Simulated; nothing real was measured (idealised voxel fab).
Name of the process module below: voxel quadruple lines
In the cross-section labelled cut, the width is 245 nm and each square cell is 5 nm.
Think of the cross-section as a grid of square cells. We describe it in bands, top to bottom, and each band covers one or more rows of those cells. Band: top height; bottom height; in nm. Then, left to right: material with width in nm, for each material. "full width": a single material spanning edge to edge. "air": empty space. Note: height 0 marks the level under which the wafer is uniformly one material as received. Lowest band unbounded below, written "top 0, no bottom". Note: "30->40" means the width goes from the first number (top row of the band) to the second number (bottom row) in equal steps per row of cells. Take "no change occurred" at face value: in the step it is given for, the cross-section changed in none of its cells. In "Cavities, sealed" the enclosed voids are listed, meaning empty spaces of 8 cells or larger without any opening to the top. The form is width x height at distance, distance from the left edge, units nm. Read whatever lies past the settings on a step's line as the simulator's own remark about the step. "overlay nm" denotes, for a step that has a mask, the displacement of the mask to the right of its planned place, with negative values corresponding to the left.
# Steps planned for the process
step 1: RECEIVE with material Si
step 2: CONFORMAL_DEP with material Al2O3, thk nm 5
step 3: DIRECTIONAL_DEP with material TiN, thk nm 10
step 4: DIRECTIONAL_DEP with material polySi, thk nm 20
step 5: DIRECTIONAL_DEP with material aC, thk nm 25
step 6: PATTERN with tone cover, mask id MANDREL, material resist, width nm 35, pitch nm 100, thk nm 30, overlay nm 0
step 7: DIRECTIONAL_ETCH with etch materials aC, depth nm 25
step 8: STRIP with etch materials resist
step 9: CONFORMAL_DEP with material SiO2, thk nm 15
step 10: DIRECTIONAL_ETCH with etch materials SiO2, depth nm 15
step 11: STRIP with etch materials aC
step 12: DIRECTIONAL_ETCH with etch materials polySi, depth nm 20
step 13: STRIP with etch materials SiO2
step 14: CONFORMAL_DEP with material SiCN, thk nm 10
step 15: DIRECTIONAL_ETCH with etch materials SiCN, depth nm 10
step 16: STRIP with etch materials polySi
step 17: DIRECTIONAL_ETCH with etch materials TiN, depth nm 10
step 18: STRIP with etch materials SiCN
# Wafer cross-section on receipt, i.e. after step 1
* top 0, no bottom | Si full width
* Cavities, sealed: none
# First wafer of two, sectioned at end of module; run went per plan
* top 15, bottom 5 | air: 30, TiN: 10, air: 15, TiN: 10, air: 15, TiN: 10, air: 15, TiN: 10, air: 15, TiN: 10, air: 15, TiN: 10, air: 15, TiN: 10, air: 15, TiN: 10, air: 30
* top 5, bottom 0 | Al2O3 full width
* top 0, no bottom | Si full width
* Cavities, sealed: none
# End-of-module cross-section of the second wafer: identical starting point and process plan to the first, with one processing mistake
* top 25, bottom 15 | air: 30, TiN: 10, air: 15, TiN: 10, air: 15, TiN: 10, air: 15, TiN: 10, air: 15, TiN: 10, air: 15, TiN: 10, air: 15, TiN: 10, air: 15, TiN: 10, air: 30
* top 15, bottom 0 | Al2O3 full width
* top 0, no bottom | Si full width
* Cavities, sealed: none
What broke from the plan during processing? heads up, step 2 didn't go per plan, it actually ran as CONFORMAL_DEP with material Al2O3, thk nm 15
Materials where the second wafer ends with more or fewer cells than the first: Al2O3: 98 more
